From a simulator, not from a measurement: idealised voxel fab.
Documented hereafter: the process module known as voxel self aligned vias.
Cross-section cut spans 240 nm and uses square cells 5 nm in size.
Bands, listed from the top down, are how a cross-section gets written in this document; the cross-section itself is a grid of square cells, and a band is one or more rows of them.
Heights first: top, then bottom, in nm. Then materials, left to right, each with a width in nm. "edge to edge" on a single material: fills the band edge to edge. "blank": empty space.
For the purposes of this specification, 0 denotes the height below which the wafer in its as-received condition is composed wholly of one material, and the lowermost band, lacking a lower limit, extends downward without end, as expressed in "0 and below".
The expression "30..40" gives the width at the extremes of the band, the first number at its top row of cells and the second at its bottom row, with the width changing by equal amounts from each row to the next in between.
No cell of the cross-section changed in a step that is given as "all unchanged".
Any empty space of 8 cells or more lacking an open way to the top shows up in "Sealed internal cavities" as width x height at distance, distance from the left edge, in nm.
Past the settings on a step's line: simulator remark, on that step.
The line of a step may include "overlay nm". On a step with a mask, this value is how far to the right of its planned place the mask lay. A negative value means the mask lay to the left.

# Planned process steps
1,RECEIVE [material Si]
2,CONFORMAL_DEP [material SiO2] [thk nm 15]
3,CONFORMAL_DEP [material SiCN] [thk nm 5]
4,DIRECTIONAL_DEP [material SiO2] [thk nm 20]
5,DIRECTIONAL_DEP [material aC] [thk nm 10]
6,PATTERN [tone open] [mask id LINES] [material resist] [width nm 25] [pitch nm 55] [thk nm 30] [overlay nm 0]
7,DIRECTIONAL_ETCH [etch materials aC] [depth nm 10]
8,STRIP [etch materials resist]
9,DIRECTIONAL_ETCH [etch materials SiO2] [depth nm 20]
10,STRIP [etch materials aC]
11,CONFORMAL_DEP [material TiN] [thk nm 5]
12,FILL_DEP [material W] [thk nm 5]
13,CMP [height nm 40]
14,SELECTIVE_ETCH [etch materials W Ru TiN] [depth nm 5]
15,FILL_DEP [material SiN] [thk nm 5]
16,CMP [height nm 40]
17,DIRECTIONAL_DEP [material SiO2] [thk nm 20]
18,DIRECTIONAL_DEP [material aC] [thk nm 10]
19,PATTERN [tone open] [mask id VIAS] [material resist] [width nm 35] [pitch nm 55] [thk nm 25] [overlay nm 0]
20,DIRECTIONAL_ETCH [etch materials aC] [depth nm 10]
21,STRIP [etch materials resist]
22,DIRECTIONAL_ETCH [etch materials SiO2] [depth nm 20]
23,DIRECTIONAL_ETCH [etch materials SiN] [depth nm 5]
24,STRIP [etch materials aC]
25,CONFORMAL_DEP [material TiN] [thk nm 5]
26,FILL_DEP [material Ru] [thk nm 5]
27,CMP [height nm 50]
28,CONFORMAL_DEP [material SiN] [thk nm 5]
For clarity, it should be stated that the wafers under discussion commence in an identical condition and differ with respect to the height nm of step 27, the plan indicating the value that the first wafer had.

# first wafer as received, after step 1
  0 and below  Si edge to edge
  Sealed internal cavities: none

# Cross-section, first of several wafers, end of module, after last step 28
  55 down to 50  SiN edge to edge
  50 down to 40  SiO2 (75), then TiN (5..10), then Ru (25..15), then TiN (5..10), then SiO2 (20), then TiN (5..10), then Ru (25..15), then TiN (5..10), then SiO2 (75)
  40 down to 35  SiO2 (80), then TiN (25), then SiO2 (30), then TiN (25), then SiO2 (80)
  35 down to 25  SiO2 (80), then TiN (5), then W (15), then TiN (5), then SiO2 (30), then TiN (5), then W (15), then TiN (5), then SiO2 (80)
  25 down to 20  SiO2 (80), then TiN (25), then SiO2 (30), then TiN (25), then SiO2 (80)
  20 down to 15  SiCN edge to edge
  15 down to 0  SiO2 edge to edge
  0 and below  Si edge to edge
  Sealed internal cavities: none

# At the end of the module, the last of several wafers in cross-section
  75 down to 70  SiN edge to edge
  70 down to 65  Ru edge to edge
  65 down to 60  TiN (80), then Ru (25), then TiN (30), then Ru (25), then TiN (80)
  60 down to 45  SiO2 (75), then TiN (5), then Ru (25), then TiN (5), then SiO2 (20), then TiN (5), then Ru (25), then TiN (5), then SiO2 (75)
  45 down to 40  SiO2 (75), then TiN (10), then Ru (15), then TiN (10), then SiO2 (20), then TiN (10), then Ru (15), then TiN (10), then SiO2 (75)
  40 down to 35  SiO2 (80), then TiN (25), then SiO2 (30), then TiN (25), then SiO2 (80)
  35 down to 25  SiO2 (80), then TiN (5), then W (15), then TiN (5), then SiO2 (30), then TiN (5), then W (15), then TiN (5), then SiO2 (80)
  25 down to 20  SiO2 (80), then TiN (25), then SiO2 (30), then TiN (25), then SiO2 (80)
  20 down to 15  SiCN edge to edge
  15 down to 0  SiO2 edge to edge
  0 and below  Si edge to edge
  Sealed internal cavities: none

# Every row in this table is a wafer at the end of the module, and it gives, for each of the materials, the cells that wafer has gained (+) or lost (-) since it was received, then its closed voids
height nm 50, +16 Ru, +48 SiCN, +48 SiN, +364 SiO2, +40 TiN, +12 W, Sealed internal cavities: none
height nm 55, +26 Ru, +48 SiCN, +48 SiN, +398 SiO2, +44 TiN, +12 W, Sealed internal cavities: none
height nm 60, +36 Ru, +48 SiCN, +48 SiN, +432 SiO2, +48 TiN, +12 W, Sealed internal cavities: none
height nm 65, +46 Ru, +48 SiCN, +48 SiN, +432 SiO2, +86 TiN, +12 W, Sealed internal cavities: none
height nm 70, +94 Ru, +48 SiCN, +48 SiN, +432 SiO2, +86 TiN, +12 W, Sealed internal cavities: none
